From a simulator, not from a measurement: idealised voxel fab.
Title: Process Module voxel local oxidation
FYI the section here is cut, 295 nm wide, cells are 5 nm squares.
Heads up, the way a cross-section reads in here is a grid of square cells, handed over as bands from the top down, with every band being one or more rows of cells. Per band: top height and bottom height in nm, followed by the left-to-right materials and their widths in nm; "all across" marks a single material spanning edge to edge, "blank" marks empty space. Basically, 0 is our baseline, since under it the wafer straight out of the box is all one material. The bottom band has no lower end and keeps on going down, so it looks like "0 -> down". So if you see something like "30->40" for the width, read it as the top row of the band sitting at the first number and the bottom row at the second, with every row in between moving by the same amount as the last. It should be understood that the words "all unchanged", when stated for a given step, signify that the cross-section underwent no change in any of its cells during that step. Enclosed voids (no open way to top), threshold 8 cells or more, entry "Closed void catalog", notation width x height at distance, distance from left edge, nm. Heads up: the bit after the settings on a step's line is the simulator's remark on that step. overlay nm: step with mask; distance mask lay right of planned place; negative value = left of planned place.

## The planned process steps are enumerated hereunder
1: RECEIVE | material Si
2: CONFORMAL_DEP | material SiO2 | thk nm 5
3: CONFORMAL_DEP | material SiN | thk nm 15
4: MASKED_ETCH | tone cover | mask id ACTIVE | width nm 100 | etch materials SiN | depth nm 15 | overlay nm 0
5: SELECTIVE_ETCH | etch materials SiO2 | depth nm 5
6: OXIDIZE | depth nm 10
7: STRIP | etch materials SiN

## First wafer out of two, processed as planned

## Cross-section: wafer on arrival = after step 1
* 0 -> down = Si all across
* Closed void catalog: none

## You're looking at a cross-section of the wafer after step 2
* 5 -> 0 = SiO2 all across
* Unchanged below 0.

## You're looking at a cross-section of the wafer after step 3
* 20 -> 5 = SiN all across
* Unchanged below 5.

## You're looking at a cross-section of the wafer after step 4
* 20 -> 5 = blank 95 nm | SiN 100 nm | blank 100 nm
* Unchanged below 5.

## You're looking at a cross-section of the wafer after step 5
* 20 -> 5 = blank 95 nm | SiN 100 nm | blank 100 nm
* 5 -> 0 = blank 100 nm | SiO2 90 nm | blank 105 nm
* Unchanged below 0.

## You're looking at a cross-section of the wafer after step 6
* 20 -> 5 = blank 95 nm | SiN 100 nm | blank 100 nm
* 5 -> 0 = blank 100 nm | SiO2 90 nm | blank 105 nm
* 0 -> -10 = SiO2 110 nm | Si 70 nm | SiO2 115 nm
* Unchanged below -10.

## You're looking at a cross-section of the wafer after step 7
* 5 -> 0 = blank 100 nm | SiO2 90 nm | blank 105 nm
* Unchanged below 0.

## The second wafer was prepared from the same starting point and under the same plan as the first; its processing contained one mistake, and it remains indistinguishable from the first wafer up to and including step 5

## Look at the second wafer in cross-section at the time step 6 ought to have finished
* 5 -> 0 = blank 100 nm | SiO2 90 nm | blank 105 nm
* Unchanged below 0.

## Look at the second wafer in cross-section at the time step 7 ought to have finished
* 5 -> 0 = blank 100 nm | SiO2 90 nm | blank 105 nm
* 0 -> -10 = SiO2 110 nm | Si 70 nm | SiO2 115 nm
* Unchanged below -10.
Processing error: the executed order of steps 6 and 7 is the reverse of that specified in the plan, each step having taken the other's position
The mistake has no effect on what this model computes, because the two wafers end with the same cross-section.
